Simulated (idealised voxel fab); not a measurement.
A process module follows: voxel self aligned vias.
In the cross-section labelled cut, the width is 285 nm and each square cell is 5 nm.
Format of a cross-section: grid, square cells. Given as bands. Order: top down. Band: one or more rows of cells.
For a band, the entry starts with two heights in nm, that of the top and then that of the bottom, and carries on with the band's materials in order from left to right, each alongside its width in nm; the word "throughout" beside a single material means it fills the band edge to edge, and "air" means empty space.
It should be noted that heights are counted from 0, beneath which the wafer as supplied is of one material throughout, and that the lowest band possesses no lower boundary but continues downward, as written in "z 0 and below".
It should be noted that a width expressed as "30->40" varies in equal increments from row to row of cells within the band, taking the value of the first number at the top row and that of the second number at the bottom row.
Take "nothing got changed" at face value: in the step it is given for, the cross-section changed in none of its cells.
The entry titled "Enclosed internal cavities" provides the empty spaces that have no open way to the top, restricted to those of 8 cells or more. Each is presented as width x height at distance, the distance being measured from the left edge, with all three in nm.
Where a step's line continues beyond its settings, the continuation is a remark by the simulator itself on that step.
The line of a step may include "overlay nm". On a step with a mask, this value is how far to the right of its planned place the mask lay. A negative value means the mask lay to the left.
STEPS PLANNED FOR THE PROCESS
- 1: RECEIVE,material Si
- 2: CONFORMAL_DEP,material SiO2,thk nm 15
- 3: CONFORMAL_DEP,material SiCN,thk nm 5
- 4: DIRECTIONAL_DEP,material lowk,thk nm 30
- 5: DIRECTIONAL_DEP,material aC,thk nm 10
- 6: PATTERN,tone open,mask id LINES,material resist,width nm 30,pitch nm 55,thk nm 25,overlay nm 0
- 7: DIRECTIONAL_ETCH,etch materials aC,depth nm 10
- 8: STRIP,etch materials resist
- 9: DIRECTIONAL_ETCH,etch materials lowk,depth nm 30
- 10: STRIP,etch materials aC
- 11: CONFORMAL_DEP,material TiN,thk nm 5
- 12: FILL_DEP,material W,thk nm 10
- 13: CMP,height nm 50
- 14: SELECTIVE_ETCH,etch materials W Ru TiN,depth nm 5
- 15: FILL_DEP,material SiN,thk nm 5
- 16: CMP,height nm 50
- 17: DIRECTIONAL_DEP,material lowk,thk nm 20
- 18: PATTERN,tone open,mask id VIAS,material resist,width nm 40,thk nm 20,overlay nm 0
- 19: DIRECTIONAL_ETCH,etch materials lowk,depth nm 20
- 20: DIRECTIONAL_ETCH,etch materials SiN,depth nm 5
- 21: STRIP,etch materials resist
- 22: CONFORMAL_DEP,material TiN,thk nm 5
- 23: FILL_DEP,material W,thk nm 10
- 24: CMP,height nm 70
- 25: CONFORMAL_DEP,material SiN,thk nm 5
Variable across wafers: step 3 thk nm (plan value is that of the first wafer; starting state common to all).
THE FIRST OF SEVERAL WAFERS, AS RECEIVED AFTER STEP 1, SEEN IN SECTION
	z 0 and below: Si throughout
	Enclosed internal cavities: none
FOR YOUR REFERENCE, THE TABLE IS ORGANIZED WITH A ROW PER WAFER; EACH ROW REFLECTS THE WAFER AT THE END OF THE MODULE, INDICATING FOR EACH MATERIAL THE CELLS GAINED (+) OR LOST (-) SINCE RECEIPT, AND THEREAFTER ITS CLOSED VOIDS
thk nm 5 | +57 SiCN | +63 SiN | +171 SiO2 | +44 TiN | +54 W | +466 lowk | Enclosed internal cavities: none
thk nm 10 | +114 SiCN | +63 SiN | +171 SiO2 | +40 TiN | +46 W | +421 lowk | Enclosed internal cavities: none
thk nm 15 | +171 SiCN | +63 SiN | +171 SiO2 | +36 TiN | +38 W | +376 lowk | Enclosed internal cavities: none
thk nm 20 | +228 SiCN | +63 SiN | +171 SiO2 | +32 TiN | +30 W | +331 lowk | Enclosed internal cavities: none
